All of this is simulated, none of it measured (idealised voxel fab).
Name of the process module below: voxel capacitor over wiring
Cross-section cut: width 255 nm, square cells of 5 nm.
Just so we're on the same page, the cross-sections are grids of square cells, and they're listed out in bands top to bottom, each band one or more rows deep. Band: top and bottom heights (nm) first, top before bottom; then materials from left to right, widths in nm. "everywhere" marks a sole material filling the band edge to edge. "air" denotes empty space. Convention: height 0 is the level below which the wafer, as received, is all one material. The lowest band does not terminate at the bottom but continues downward, represented as "from 0 down". The expression "30..40" gives the width at the extremes of the band, the first number at its top row of cells and the second at its bottom row, with the width changing by equal amounts from each row to the next in between. The designation "remained unchanged", where it is given for a processing step, indicates that no cell of the cross-section was altered in the course of that step. Reported under the label "closed voids" are the empty spaces having no open way to the top and comprising 8 cells or more; the notation for each is width x height at distance, in which the distance is measured from the left edge and all three values are in nm. Anything after a step's settings on that line? It's the simulator's own note about the step. "overlay nm", when on a step's line for a step with a mask, measures how far to the right of its planned place the mask lay; a negative measure means to the left.

Below is the list of planned process steps
| 1 | RECEIVE [material Si] |
| 2 | CONFORMAL_DEP [material SiO2] [thk nm 10] |
| 3 | CONFORMAL_DEP [material SiCN] [thk nm 5] |
| 4 | DIRECTIONAL_DEP [material SiO2] [thk nm 20] |
| 5 | PATTERN [tone open] [mask id METAL_1] [material resist] [width nm 30] [pitch nm 95] [thk nm 20] [overlay nm 0] |
| 6 | DIRECTIONAL_ETCH [etch materials SiO2] [depth nm 20] |
| 7 | DIRECTIONAL_ETCH [etch materials SiCN] [depth nm 5] |
| 8 | STRIP [etch materials resist] |
| 9 | CONFORMAL_DEP [material TiN] [thk nm 5] |
| 10 | FILL_DEP [material Ru] [thk nm 5] |
| 11 | CMP [height nm 35] |
| 12 | CONFORMAL_DEP [material SiCN] [thk nm 5] |
| 13 | DIRECTIONAL_DEP [material SiO2] [thk nm 15] |
| 14 | PATTERN [tone open] [mask id PLUG_1] [material resist] [width nm 15] [thk nm 20] [overlay nm 0] |
| 15 | DIRECTIONAL_ETCH [etch materials SiO2] [depth nm 15] |
| 16 | DIRECTIONAL_ETCH [etch materials SiCN] [depth nm 5] |
| 17 | STRIP [etch materials resist] |
| 18 | EPI [material Ru] [thk nm 10] |
| 19 | EPI [material Ru] [thk nm 10] |
| 20 | DIRECTIONAL_DEP [material TiN] [thk nm 10] |
| 21 | DIRECTIONAL_DEP [material HfO2] [thk nm 5] |
| 22 | DIRECTIONAL_DEP [material TiN] [thk nm 10] |
| 23 | MASKED_ETCH [tone cover] [mask id UPPER_PLATE] [width nm 70] [etch materials TiN] [depth nm 10] [overlay nm 0] |
| 24 | MASKED_ETCH [tone cover] [mask id UPPER_PLATE] [width nm 70] [etch materials HfO2] [depth nm 5] [overlay nm 0] |
| 25 | DIRECTIONAL_DEP [material aC] [thk nm 15] |
| 26 | PATTERN [tone cover] [mask id LOWER_PLATE] [material resist] [width nm 80] [thk nm 35] [overlay nm 0] |
| 27 | DIRECTIONAL_ETCH [etch materials aC] [depth nm 15] |
| 28 | STRIP [etch materials resist] |
| 29 | DIRECTIONAL_ETCH [etch materials TiN] [depth nm 10] |
| 30 | STRIP [etch materials aC] |
| 31 | FILL_DEP [material SiO2] [thk nm 15] |
| 32 | CMP [height nm 90] |
| 33 | DIRECTIONAL_DEP [material aC] [thk nm 15] |
| 34 | PATTERN [tone open] [mask id PLUG_2] [material resist] [width nm 15] [thk nm 30] [overlay nm 0] |
| 35 | DIRECTIONAL_ETCH [etch materials aC] [depth nm 15] |
| 36 | STRIP [etch materials resist] |
| 37 | DIRECTIONAL_ETCH [etch materials SiO2] [depth nm 10] |
| 38 | STRIP [etch materials aC] |
| 39 | CONFORMAL_DEP [material TiN] [thk nm 5] |
| 40 | FILL_DEP [material W] [thk nm 10] |
| 41 | CMP [height nm 90] |
| 42 | CONFORMAL_DEP [material SiN] [thk nm 5] |

Cross-section, incoming material, after step 1
* from 0 down: Si everywhere
* closed voids: none

The first of the two wafers as seen in cross-section once the module was finished; processing followed the plan
* from 95 to 90: SiN everywhere
* from 90 to 85: SiO2 90 nm; TiN 5 nm; W 5 nm; TiN 5 nm; SiO2 150 nm
* from 85 to 80: SiO2 90 nm; TiN 15 nm; SiO2 150 nm
* from 80 to 70: SiO2 80 nm; TiN 70 nm; SiO2 105 nm
* from 70 to 65: SiO2 80 nm; HfO2 70 nm; SiO2 105 nm
* from 65 to 55: SiO2 75 nm; TiN 80 nm; SiO2 100 nm
* from 55 to 40: SiO2 80 nm; Ru 15 nm; SiO2 160 nm
* from 40 to 35: SiCN 80 nm; Ru 15 nm; SiCN 160 nm
* from 35 to 15: SiO2 65 nm; TiN 5 nm; Ru 20 nm; TiN 5 nm; SiO2 65 nm; TiN 5 nm; Ru 20 nm; TiN 5 nm; SiO2 65 nm
* from 15 to 10: SiCN 65 nm; TiN 30 nm; SiCN 65 nm; TiN 30 nm; SiCN 65 nm
* from 10 to 0: SiO2 everywhere
* from 0 down: Si everywhere
* closed voids: none

Wafer two (of two), end-of-module cross-section: start = wafer one, plan = wafer one, one run mistake
* from 95 to 90: SiN everywhere
* from 90 to 85: SiO2 90 nm; TiN 5 nm; W 5 nm; TiN 5 nm; SiO2 150 nm
* from 85 to 75: SiO2 90..95 nm; TiN 15..55 nm; SiO2 150..105 nm
* from 75 to 70: SiO2 80 nm; TiN 70 nm; SiO2 105 nm
* from 70 to 65: SiO2 80 nm; TiN 15 nm; HfO2 55 nm; SiO2 105 nm
* from 65 to 60: SiO2 75 nm; TiN 5 nm; HfO2 15 nm; TiN 60 nm; SiO2 100 nm
* from 60 to 55: SiO2 75 nm; TiN 80 nm; SiO2 100 nm
* from 55 to 50: SiCN 80 nm; TiN 15 nm; SiCN 160 nm
* from 50 to 35: SiO2 everywhere
* from 35 to 15: SiO2 65 nm; TiN 5 nm; Ru 20 nm; TiN 5 nm; SiO2 65 nm; TiN 5 nm; Ru 20 nm; TiN 5 nm; SiO2 65 nm
* from 15 to 10: SiCN 65 nm; TiN 30 nm; SiCN 65 nm; TiN 30 nm; SiCN 65 nm
* from 10 to 0: SiO2 everywhere
* from 0 down: Si everywhere
* closed voids: none
Deviation noted in wafer processing: order of steps 12 and 13 inverted relative to the plan
Counted in cells at the end, the second wafer holds more or fewer of these materials than the first: Ru: 12 fewer | SiO2: 12 more
